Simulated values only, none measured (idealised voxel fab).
Proc. module: voxel capacitor over wiring
Cross-sectional view cut (width: 230 nm; square cell size: 5 nm).
Think of the cross-section as a grid of square cells. We describe it in bands, top to bottom, and each band covers one or more rows of those cells.
Top height, bottom height, nm. Materials left to right, width each, nm. Single material + "everywhere" = fills band edge to edge. "blank" = empty.
It should be noted that heights are counted from 0, beneath which the wafer as supplied is of one material throughout, and that the lowest band possesses no lower boundary but continues downward, as written in "z 0 and below".
A width given as "30..40" starts at the first number in the band's top row and ends at the second number in its bottom row, shifting by an equal amount at every step from row to row.
Reading "remained the same" for a step: not a cell of the cross-section changed in it.
In "Closed empty spaces" the enclosed voids are listed, meaning empty spaces of 8 cells or larger without any opening to the top. The form is width x height at distance, distance from the left edge, units nm.
Heads up: the bit after the settings on a step's line is the simulator's remark on that step.
overlay nm: mask offset rightward from planned place, masked step; negative means leftward offset.
PLANNED STEP LIST FOR THE PROCESS
1. RECEIVE (material Si)
2. CONFORMAL_DEP (material SiO2; thk nm 10)
3. DIRECTIONAL_DEP (material TiN; thk nm 5)
4. DIRECTIONAL_DEP (material Ru; thk nm 25)
5. DIRECTIONAL_DEP (material aC; thk nm 15)
6. PATTERN (tone cover; mask id METAL_1; material resist; width nm 25; pitch nm 90; thk nm 30; overlay nm 0)
7. DIRECTIONAL_ETCH (etch materials aC; depth nm 15)
8. STRIP (etch materials resist)
9. DIRECTIONAL_ETCH (etch materials Ru; depth nm 25)
10. DIRECTIONAL_ETCH (etch materials TiN; depth nm 5)
11. STRIP (etch materials aC)
12. CONFORMAL_DEP (material SiCN; thk nm 5)
13. FILL_DEP (material SiO2; thk nm 10)
14. CMP (height nm 40)
15. CONFORMAL_DEP (material SiCN; thk nm 5)
16. DIRECTIONAL_DEP (material SiO2; thk nm 20)
17. PATTERN (tone open; mask id PLUG_1; material resist; width nm 15; thk nm 15; overlay nm 0)
18. DIRECTIONAL_ETCH (etch materials SiO2; depth nm 20)
19. DIRECTIONAL_ETCH (etch materials SiCN; depth nm 5)
20. STRIP (etch materials resist)
21. CONFORMAL_DEP (material TiN; thk nm 5)
22. FILL_DEP (material Ru; thk nm 5)
23. CMP (height nm 65)
24. DIRECTIONAL_DEP (material TiN; thk nm 5)
25. DIRECTIONAL_DEP (material HfO2; thk nm 5)
26. DIRECTIONAL_DEP (material TiN; thk nm 5)
27. DIRECTIONAL_DEP (material aC; thk nm 10)
28. PATTERN (tone cover; mask id UPPER_PLATE; material resist; width nm 70; thk nm 25; overlay nm 0)
29. DIRECTIONAL_ETCH (etch materials aC; depth nm 10)
30. STRIP (etch materials resist)
31. DIRECTIONAL_ETCH (etch materials TiN; depth nm 5)
32. DIRECTIONAL_ETCH (etch materials HfO2; depth nm 5)
33. STRIP (etch materials aC)
34. DIRECTIONAL_DEP (material aC; thk nm 10)
35. PATTERN (tone cover; mask id LOWER_PLATE; material resist; width nm 80; thk nm 30; overlay nm 0)
36. DIRECTIONAL_ETCH (etch materials aC; depth nm 10)
37. STRIP (etch materials resist)
38. DIRECTIONAL_ETCH (etch materials TiN; depth nm 5)
39. STRIP (etch materials aC)
40. FILL_DEP (material SiO2; thk nm 15)
41. CMP (height nm 90)
42. PATTERN (tone open; mask id PLUG_2; material resist; width nm 15; thk nm 20; overlay nm 0)
43. DIRECTIONAL_ETCH (etch materials SiO2; depth nm 10)
44. STRIP (etch materials resist)
45. CONFORMAL_DEP (material TiN; thk nm 5)
46. FILL_DEP (material W; thk nm 10)
47. CMP (height nm 90)
48. CONFORMAL_DEP (material SiN; thk nm 5)
BELOW: THE FIRST OF TWO WAFERS, RUN AS PLANNED
RECEIVED-STATE CROSS-SECTION, REFLECTING COMPLETION OF STEP 1
* z 0 and below | Si everywhere
* Closed empty spaces: none
STEP 2 DONE - WAFER CROSS-SECTION
* z 10 to 0 | SiO2 everywhere
* At heights below 0, the structure remains unaltered.
STEP 3 DONE - WAFER CROSS-SECTION
* z 15 to 10 | TiN everywhere
* At heights below 10, the structure remains unaltered.
STEP 4 DONE - WAFER CROSS-SECTION
* z 40 to 15 | Ru everywhere
* At heights below 15, the structure remains unaltered.
STEP 5 DONE - WAFER CROSS-SECTION
* z 55 to 40 | aC everywhere
* At heights below 40, the structure remains unaltered.
STEP 6 DONE - WAFER CROSS-SECTION
* z 85 to 55 | 55 nm blank; 25 nm resist; 65 nm blank; 25 nm resist; 60 nm blank
* At heights below 55, the structure remains unaltered.
STEP 7 DONE - WAFER CROSS-SECTION
* z 70 to 55 | 55 nm blank; 25 nm resist; 65 nm blank; 25 nm resist; 60 nm blank
* z 55 to 40 | 55 nm blank; 25 nm aC; 65 nm blank; 25 nm aC; 60 nm blank
* At heights below 40, the structure remains unaltered.
STEP 8 DONE - WAFER CROSS-SECTION
* z 55 to 40 | 55 nm blank; 25 nm aC; 65 nm blank; 25 nm aC; 60 nm blank
* At heights below 40, the structure remains unaltered.
STEP 9 DONE - WAFER CROSS-SECTION
* z 55 to 40 | 55 nm blank; 25 nm aC; 65 nm blank; 25 nm aC; 60 nm blank
* z 40 to 15 | 55 nm blank; 25 nm Ru; 65 nm blank; 25 nm Ru; 60 nm blank
* At heights below 15, the structure remains unaltered.
STEP 10 DONE - WAFER CROSS-SECTION
* z 55 to 40 | 55 nm blank; 25 nm aC; 65 nm blank; 25 nm aC; 60 nm blank
* z 40 to 15 | 55 nm blank; 25 nm Ru; 65 nm blank; 25 nm Ru; 60 nm blank
* z 15 to 10 | 55 nm blank; 25 nm TiN; 65 nm blank; 25 nm TiN; 60 nm blank
* At heights below 10, the structure remains unaltered.
STEP 11 DONE - WAFER CROSS-SECTION
* z 40 to 15 | 55 nm blank; 25 nm Ru; 65 nm blank; 25 nm Ru; 60 nm blank
* At heights below 15, the structure remains unaltered.
STEP 12 DONE - WAFER CROSS-SECTION
* z 45 to 40 | 50 nm blank; 35 nm SiCN; 55 nm blank; 35 nm SiCN; 55 nm blank
* z 40 to 15 | 50 nm blank; 5 nm SiCN; 25 nm Ru; 5 nm SiCN; 55 nm blank; 5 nm SiCN; 25 nm Ru; 5 nm SiCN; 55 nm blank
* z 15 to 10 | 55 nm SiCN; 25 nm TiN; 65 nm SiCN; 25 nm TiN; 60 nm SiCN
* At heights below 10, the structure remains unaltered.
STEP 13 DONE - WAFER CROSS-SECTION
* z 55 to 45 | SiO2 everywhere
* z 45 to 40 | 50 nm SiO2; 35 nm SiCN; 55 nm SiO2; 35 nm SiCN; 55 nm SiO2
* z 40 to 15 | 50 nm SiO2; 5 nm SiCN; 25 nm Ru; 5 nm SiCN; 55 nm SiO2; 5 nm SiCN; 25 nm Ru; 5 nm SiCN; 55 nm SiO2
* At heights below 15, the structure remains unaltered.
STEP 14 DONE - WAFER CROSS-SECTION
* z 40 to 15 | 50 nm SiO2; 5 nm SiCN; 25 nm Ru; 5 nm SiCN; 55 nm SiO2; 5 nm SiCN; 25 nm Ru; 5 nm SiCN; 55 nm SiO2
* At heights below 15, the structure remains unaltered.
STEP 15 DONE - WAFER CROSS-SECTION
* z 45 to 40 | SiCN everywhere
* At heights below 40, the structure remains unaltered.
STEP 16 DONE - WAFER CROSS-SECTION
* z 65 to 45 | SiO2 everywhere
* At heights below 45, the structure remains unaltered.
STEP 17 DONE - WAFER CROSS-SECTION
* z 80 to 65 | 65 nm resist; 15 nm blank; 150 nm resist
* At heights below 65, the structure remains unaltered.
STEP 18 DONE - WAFER CROSS-SECTION
* z 80 to 65 | 65 nm resist; 15 nm blank; 150 nm resist
* z 65 to 45 | 65 nm SiO2; 15 nm blank; 150 nm SiO2
* At heights below 45, the structure remains unaltered.
STEP 19 DONE - WAFER CROSS-SECTION
* z 80 to 65 | 65 nm resist; 15 nm blank; 150 nm resist
* z 65 to 45 | 65 nm SiO2; 15 nm blank; 150 nm SiO2
* z 45 to 40 | 65 nm SiCN; 15 nm blank; 150 nm SiCN
* At heights below 40, the structure remains unaltered.
STEP 20 DONE - WAFER CROSS-SECTION
* z 65 to 45 | 65 nm SiO2; 15 nm blank; 150 nm SiO2
* At heights below 45, the structure remains unaltered.
STEP 21 DONE - WAFER CROSS-SECTION
* z 70 to 65 | 70 nm TiN; 5 nm blank; 155 nm TiN
* z 65 to 45 | 65 nm SiO2; 5 nm TiN; 5 nm blank; 5 nm TiN; 150 nm SiO2
* z 45 to 40 | 65 nm SiCN; 15 nm TiN; 150 nm SiCN
* At heights below 40, the structure remains unaltered.
STEP 22 DONE - WAFER CROSS-SECTION
* z 75 to 70 | Ru everywhere
* z 70 to 65 | 70 nm TiN; 5 nm Ru; 155 nm TiN
* z 65 to 45 | 65 nm SiO2; 5 nm TiN; 5 nm Ru; 5 nm TiN; 150 nm SiO2
* At heights below 45, the structure remains unaltered.
STEP 23 DONE - WAFER CROSS-SECTION
* z 65 to 45 | 65 nm SiO2; 5 nm TiN; 5 nm Ru; 5 nm TiN; 150 nm SiO2
* At heights below 45, the structure remains unaltered.
STEP 24 DONE - WAFER CROSS-SECTION
* z 70 to 65 | TiN everywhere
* At heights below 65, the structure remains unaltered.
STEP 25 DONE - WAFER CROSS-SECTION
* z 75 to 70 | HfO2 everywhere
* At heights below 70, the structure remains unaltered.
STEP 26 DONE - WAFER CROSS-SECTION
* z 80 to 75 | TiN everywhere
* At heights below 75, the structure remains unaltered.
STEP 27 DONE - WAFER CROSS-SECTION
* z 90 to 80 | aC everywhere
* At heights below 80, the structure remains unaltered.
STEP 28 DONE - WAFER CROSS-SECTION
* z 115 to 90 | 65 nm blank; 70 nm resist; 95 nm blank
* At heights below 90, the structure remains unaltered.
STEP 29 DONE - WAFER CROSS-SECTION
* z 105 to 90 | 65 nm blank; 70 nm resist; 95 nm blank
* z 90 to 80 | 65 nm blank; 70 nm aC; 95 nm blank
* At heights below 80, the structure remains unaltered.
STEP 30 DONE - WAFER CROSS-SECTION
* z 90 to 80 | 65 nm blank; 70 nm aC; 95 nm blank
* At heights below 80, the structure remains unaltered.
STEP 31 DONE - WAFER CROSS-SECTION
* z 90 to 80 | 65 nm blank; 70 nm aC; 95 nm blank
* z 80 to 75 | 65 nm blank; 70 nm TiN; 95 nm blank
* At heights below 75, the structure remains unaltered.
STEP 32 DONE - WAFER CROSS-SECTION
* z 90 to 80 | 65 nm blank; 70 nm aC; 95 nm blank
* z 80 to 75 | 65 nm blank; 70 nm TiN; 95 nm blank
* z 75 to 70 | 65 nm blank; 70 nm HfO2; 95 nm blank
* At heights below 70, the structure remains unaltered.
STEP 33 DONE - WAFER CROSS-SECTION
* z 80 to 75 | 65 nm blank; 70 nm TiN; 95 nm blank
* At heights below 75, the structure remains unaltered.
STEP 34 DONE - WAFER CROSS-SECTION
* z 90 to 80 | 65 nm blank; 70 nm aC; 95 nm blank
* z 80 to 75 | 65 nm aC; 70 nm TiN; 95 nm aC
* z 75 to 70 | 65 nm aC; 70 nm HfO2; 95 nm aC
* At heights below 70, the structure remains unaltered.
STEP 35 DONE - WAFER CROSS-SECTION
* z 120 to 90 | 60 nm blank; 80 nm resist; 90 nm blank
* z 90 to 80 | 60 nm blank; 5 nm resist; 70 nm aC; 5 nm resist; 90 nm blank
* At heights below 80, the structure remains unaltered.
STEP 36 DONE - WAFER CROSS-SECTION
* z 110 to 90 | 60 nm blank; 80 nm resist; 90 nm blank
* z 90 to 80 | 60 nm blank; 5 nm resist; 70 nm aC; 5 nm resist; 90 nm blank
* z 80 to 75 | 60 nm blank; 5 nm aC; 70 nm TiN; 5 nm aC; 90 nm blank
* z 75 to 70 | 60 nm blank; 5 nm aC; 70 nm HfO2; 5 nm aC; 90 nm blank
* At heights below 70, the structure remains unaltered.
STEP 37 DONE - WAFER CROSS-SECTION
* z 90 to 80 | 65 nm blank; 70 nm aC; 95 nm blank
* At heights below 80, the structure remains unaltered.
STEP 38 DONE - WAFER CROSS-SECTION
* z 90 to 80 | 65 nm blank; 70 nm aC; 95 nm blank
* z 80 to 75 | 60 nm blank; 5 nm aC; 70 nm TiN; 5 nm aC; 90 nm blank
* z 75 to 70 | 60 nm blank; 5 nm aC; 70 nm HfO2; 5 nm aC; 90 nm blank
* z 70 to 65 | 60 nm blank; 80 nm TiN; 90 nm blank
* At heights below 65, the structure remains unaltered.
STEP 39 DONE - WAFER CROSS-SECTION
* z 80 to 75 | 65 nm blank; 70 nm TiN; 95 nm blank
* z 75 to 70 | 65 nm blank; 70 nm HfO2; 95 nm blank
* At heights below 70, the structure remains unaltered.
STEP 40 DONE - WAFER CROSS-SECTION
* z 95 to 80 | SiO2 everywhere
* z 80 to 75 | 65 nm SiO2; 70 nm TiN; 95 nm SiO2
* z 75 to 70 | 65 nm SiO2; 70 nm HfO2; 95 nm SiO2
* z 70 to 65 | 60 nm SiO2; 80 nm TiN; 90 nm SiO2
* At heights below 65, the structure remains unaltered.
STEP 41 DONE - WAFER CROSS-SECTION
* z 90 to 80 | SiO2 everywhere
* At heights below 80, the structure remains unaltered.
STEP 42 DONE - WAFER CROSS-SECTION
* z 110 to 90 | 75 nm resist; 15 nm blank; 140 nm resist
* At heights below 90, the structure remains unaltered.
STEP 43 DONE - WAFER CROSS-SECTION
* z 110 to 90 | 75 nm resist; 15 nm blank; 140 nm resist
* z 90 to 80 | 75 nm SiO2; 15 nm blank; 140 nm SiO2
* At heights below 80, the structure remains unaltered.
STEP 44 DONE - WAFER CROSS-SECTION
* z 90 to 80 | 75 nm SiO2; 15 nm blank; 140 nm SiO2
* At heights below 80, the structure remains unaltered.
STEP 45 DONE - WAFER CROSS-SECTION
* z 95 to 90 | 80 nm TiN; 5 nm blank; 145 nm TiN
* z 90 to 85 | 75 nm SiO2; 5 nm TiN; 5 nm blank; 5 nm TiN; 140 nm SiO2
* z 85 to 75 | 75..65 nm SiO2; 15..70 nm TiN; 140..95 nm SiO2
* At heights below 75, the structure remains unaltered.
STEP 46 DONE - WAFER CROSS-SECTION
* z 105 to 95 | W everywhere
* z 95 to 90 | 80 nm TiN; 5 nm W; 145 nm TiN
* z 90 to 85 | 75 nm SiO2; 5 nm TiN; 5 nm W; 5 nm TiN; 140 nm SiO2
* At heights below 85, the structure remains unaltered.
STEP 47 DONE - WAFER CROSS-SECTION
* z 90 to 85 | 75 nm SiO2; 5 nm TiN; 5 nm W; 5 nm TiN; 140 nm SiO2
* At heights below 85, the structure remains unaltered.
STEP 48 DONE - WAFER CROSS-SECTION
* z 95 to 90 | SiN everywhere
* At heights below 90, the structure remains unaltered.
THE SECOND WAFER BEGAN EXACTLY AS THE FIRST DID AND FOLLOWED THE SAME PLAN, BUT ONE MISTAKE WAS MADE WHILE RUNNING IT; THROUGH STEP 45 INCLUSIVE, THE TWO WAFERS ARE IDENTICAL
CROSS-SECTION: SECOND WAFER, TIME AT WHICH STEP 46 WAS SCHEDULED TO END
* z 105 to 95 | aC everywhere
* z 95 to 90 | 80 nm TiN; 5 nm aC; 145 nm TiN
* z 90 to 85 | 75 nm SiO2; 5 nm TiN; 5 nm aC; 5 nm TiN; 140 nm SiO2
* At heights below 85, the structure remains unaltered.
CROSS-SECTION: SECOND WAFER, TIME AT WHICH STEP 47 WAS SCHEDULED TO END
* z 90 to 85 | 75 nm SiO2; 5 nm TiN; 5 nm aC; 5 nm TiN; 140 nm SiO2
* At heights below 85, the structure remains unaltered.
CROSS-SECTION: SECOND WAFER, TIME AT WHICH STEP 48 WAS SCHEDULED TO END
* z 95 to 90 | SiN everywhere
* At heights below 90, the structure remains unaltered.
In executing the process, a mistake was made relative to the plan: so step 46 ended up running with a different setting than we planned, it ran as FILL_DEP (material aC; thk nm 10)
The final cell counts differ between the wafers, with the second having more or fewer of some materials than the first: -1 W; +1 aC
